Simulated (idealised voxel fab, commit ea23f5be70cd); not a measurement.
voxel ribs on slabs: a process module
Square cells of 5 nm make up the cross-section cut, whose width is 200 nm.
Heads up, the way a cross-section reads in here is a grid of square cells, handed over as bands from the top down, with every band being one or more rows of cells. For a band, the entry starts with two heights in nm, that of the top and then that of the bottom, and carries on with the band's materials in order from left to right, each alongside its width in nm; the word "throughout" beside a single material means it fills the band edge to edge, and "air" means empty space. Heads up on the height convention: 0 is the point under which the incoming wafer is all one material, and the lowest band has no bottom, it just keeps going down, like "from 0 down". A two-number width, for instance "30->40", indicates that the width is equal to the first number in the top row of the band and to the second number in the bottom row, and that it changes by a constant amount per row of cells. "identical to before" means the step left every cell of the cross-section as it was. The label "Enclosed internal voids" introduces a list of the empty spaces, 8 cells or larger, that have no open way up to the top; each entry in it reads width x height at distance, where the distance is taken from the left edge and all three are stated in nm. It should be noted that, on the line of a given step, the content following the step's settings is a remark produced by the simulator itself with respect to that step. overlay nm: where the mask lay relative to plan, measured to the right, on steps with a mask; negatives go left.

[Process steps (planned)]
1 RECEIVE (material Si)
2 DIRECTIONAL_DEP (material SiO2; thk nm 30)
3 DIRECTIONAL_DEP (material SiN; thk nm 25)
4 MASKED_ETCH (tone cover; mask id RIB; width nm 20; etch materials SiN; depth nm 5; overlay nm 0)
5 PATTERN (tone cover; mask id SLAB; material resist; width nm 80; thk nm 20; overlay nm 0)
6 DIRECTIONAL_ETCH (etch materials SiN; depth nm 20)
7 STRIP (etch materials resist)
8 FILL_DEP (material SiO2; thk nm 15)
9 CMP (height nm 65)
10 DIRECTIONAL_DEP (material TiN; thk nm 10)
11 MASKED_ETCH (tone cover; mask id HEATER; width nm 30; etch materials TiN; depth nm 10; overlay nm 0)
12 CONFORMAL_DEP (material SiN; thk nm 10)

[First of two wafers: run as planned]

[Here's what the wafer looked like in cross-section when it arrived - that's after step 1]
- from 0 down  Si throughout
- Enclosed internal voids: none

[Step 2 done - wafer cross-section]
- from 30 to 0  SiO2 throughout
- Below a height of 0, the structure has not been altered.

[Step 3 done - wafer cross-section]
- from 55 to 30  SiN throughout
- Below a height of 30, the structure has not been altered.

[Step 4 done - wafer cross-section]
- from 55 to 50  air 90 nm; SiN 20 nm; air 90 nm
- Below a height of 50, the structure has not been altered.

[Step 5 done - wafer cross-section]
- from 75 to 55  air 60 nm; resist 80 nm; air 60 nm
- from 55 to 50  air 60 nm; resist 30 nm; SiN 20 nm; resist 30 nm; air 60 nm
- Below a height of 50, the structure has not been altered.

[Step 6 done - wafer cross-section]
- from 75 to 55  air 60 nm; resist 80 nm; air 60 nm
- from 55 to 50  air 60 nm; resist 30 nm; SiN 20 nm; resist 30 nm; air 60 nm
- from 50 to 30  air 60 nm; SiN 80 nm; air 60 nm
- Below a height of 30, the structure has not been altered.

[Step 7 done - wafer cross-section]
- from 55 to 50  air 90 nm; SiN 20 nm; air 90 nm
- Below a height of 50, the structure has not been altered.

[Step 8 done - wafer cross-section]
- from 70 to 55  SiO2 throughout
- from 55 to 50  SiO2 90 nm; SiN 20 nm; SiO2 90 nm
- from 50 to 30  SiO2 60 nm; SiN 80 nm; SiO2 60 nm
- Below a height of 30, the structure has not been altered.

[Step 9 done - wafer cross-section]
- from 65 to 55  SiO2 throughout
- Below a height of 55, the structure has not been altered.

[Step 10 done - wafer cross-section]
- from 75 to 65  TiN throughout
- Below a height of 65, the structure has not been altered.

[Step 11 done - wafer cross-section]
- from 75 to 65  air 85 nm; TiN 30 nm; air 85 nm
- Below a height of 65, the structure has not been altered.

[Step 12 done - wafer cross-section]
- from 85 to 75  air 75 nm; SiN 50 nm; air 75 nm
- from 75 to 65  SiN 85 nm; TiN 30 nm; SiN 85 nm
- Below a height of 65, the structure has not been altered.

[It is to be noted that the second wafer proceeded from the same initial state and according to the same plan as the first, although one mistake was committed in its execution; through step 5, inclusive, the two wafers share an identical history]

[when step 6 should have ended]
- from 75 to 55  air 60 nm; resist 80 nm; air 60 nm
- from 55 to 50  air 60 nm; resist 30 nm; SiN 20 nm; resist 30 nm; air 60 nm
- from 50 to 40  air 60 nm; SiN 80 nm; air 60 nm
- Below a height of 40, the structure has not been altered.

[when step 7 should have ended]
- from 55 to 50  air 90 nm; SiN 20 nm; air 90 nm
- Below a height of 50, the structure has not been altered.

[when step 8 should have ended]
- from 70 to 55  SiO2 throughout
- from 55 to 50  SiO2 90 nm; SiN 20 nm; SiO2 90 nm
- from 50 to 40  SiO2 60 nm; SiN 80 nm; SiO2 60 nm
- Below a height of 40, the structure has not been altered.

[when step 9 should have ended]
- from 65 to 55  SiO2 throughout
- Below a height of 55, the structure has not been altered.

[when step 10 should have ended]
- from 75 to 65  TiN throughout
- Below a height of 65, the structure has not been altered.

[when step 11 should have ended]
- from 75 to 65  air 85 nm; TiN 30 nm; air 85 nm
- Below a height of 65, the structure has not been altered.

[when step 12 should have ended]
- from 85 to 75  air 75 nm; SiN 50 nm; air 75 nm
- from 75 to 65  SiN 85 nm; TiN 30 nm; SiN 85 nm
- Below a height of 65, the structure has not been altered.
Nonconformance to the process plan: step 6, actual vs plan mismatch, actual run DIRECTIONAL_ETCH (etch materials SiN; depth nm 10)
Materials where the second wafer ends with more or fewer cells than the first: 48 more of SiN; 48 fewer of SiO2
